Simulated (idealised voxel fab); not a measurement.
Proc. module: voxel fin reveal
Pictured: cross-section cut, 185 nm wide, on a grid of 5 nm square cells.
In this document a cross-section is written as a grid of square cells. It is given as a series of bands, listed from the top down, and a band is one or more rows of cells. The entry gives the band's vertical extent as a top height and a bottom height in nm, then its horizontal make-up as materials from left to right, each with a width in nm. "air" stands for empty space; a single material marked "full width" fills the band edge to edge. Where do heights start? At 0: under that level the wafer as delivered is made of one material only. And the lowest band has no floor; it just carries on downward, as in "z 0 and below". You'd read "30 to 40" like this: the band's top row of cells is as wide as the first number, its bottom row is as wide as the second, and going down, every row changes width by the same amount as the row before did. "no change occurred" after a step means that no cell of the cross-section changed. "Closed cavities" enumerates empty spaces isolated from the top, with no open way to it, that contain at least 8 cells, giving each as width x height at distance from the left edge, all three in nm. after a step's settings: what the simulator itself notes on the step. overlay nm: right-of-plan distance of the mask on a masked step; negative values mean left-of-plan.
The following list gives the planned process steps:
1 RECEIVE [material Si]
2 CONFORMAL_DEP [material SiN] [thk nm 10]
3 MASKED_ETCH [tone cover] [mask id FINS] [width nm 15] [pitch nm 35] [etch materials SiN] [depth nm 10] [overlay nm 0]
4 MASKED_ETCH [tone cover] [mask id FINS] [width nm 15] [pitch nm 35] [etch materials Si] [depth nm 40] [overlay nm 0]
5 FILL_DEP [material SiO2] [thk nm 5]
6 CMP [height nm 10]
7 SELECTIVE_ETCH [etch materials SiO2] [depth nm 30]
8 STRIP [etch materials SiN]
9 CONFORMAL_DEP [material HfO2] [thk nm 5]
Of two wafers, the first: run according to plan:
Incoming wafer in cross-section (state: after step 1):
* z 0 and below  Si full width
* Closed cavities: none
Wafer after step 2 (cross-section):
* z 10 to 0  SiN full width
* For the remainder of the cross-section, below 0, there is no change.
Wafer after step 3 (cross-section):
* z 10 to 0  air 65 nm, SiN 15 nm, air 20 nm, SiN 15 nm, air 70 nm
* For the remainder of the cross-section, below 0, there is no change.
Wafer after step 4 (cross-section):
* z 10 to 0  air 65 nm, SiN 15 nm, air 20 nm, SiN 15 nm, air 70 nm
* z 0 to -40  air 65 nm, Si 15 nm, air 20 nm, Si 15 nm, air 70 nm
* For the remainder of the cross-section, below -40, there is no change.
Wafer after step 5 (cross-section):
* z 15 to 10  SiO2 full width
* z 10 to 0  SiO2 65 nm, SiN 15 nm, SiO2 20 nm, SiN 15 nm, SiO2 70 nm
* z 0 to -40  SiO2 65 nm, Si 15 nm, SiO2 20 nm, Si 15 nm, SiO2 70 nm
* For the remainder of the cross-section, below -40, there is no change.
Wafer after step 6 (cross-section):
* z 10 to 0  SiO2 65 nm, SiN 15 nm, SiO2 20 nm, SiN 15 nm, SiO2 70 nm
* For the remainder of the cross-section, below 0, there is no change.
Wafer after step 7 (cross-section):
* z 10 to 0  air 65 nm, SiN 15 nm, air 20 nm, SiN 15 nm, air 70 nm
* z 0 to -20  air 65 nm, Si 15 nm, air 20 nm, Si 15 nm, air 70 nm
* For the remainder of the cross-section, below -20, there is no change.
Wafer after step 8 (cross-section):
* z 0 to -20  air 65 nm, Si 15 nm, air 20 nm, Si 15 nm, air 70 nm
* For the remainder of the cross-section, below -20, there is no change.
Wafer after step 9 (cross-section):
* z 5 to 0  air 60 nm, HfO2 25 nm, air 10 nm, HfO2 25 nm, air 65 nm
* z 0 to -15  air 60 nm, HfO2 5 nm, Si 15 nm, HfO2 5 nm, air 10 nm, HfO2 5 nm, Si 15 nm, HfO2 5 nm, air 65 nm
* z -15 to -20  HfO2 65 nm, Si 15 nm, HfO2 20 nm, Si 15 nm, HfO2 70 nm
* For the remainder of the cross-section, below -20, there is no change.
Wafer two. Identical start, identical plan. One mistake in execution. Identical history through step 8:
Cross-section of the second wafer at the time step 9 of the plan should have ended: no change occurred
Where did the run depart from the plan? step 9 of the plan was jumped over and never run
Final difference in cells, second wafer against first, listed per material as more or fewer: -53 HfO2
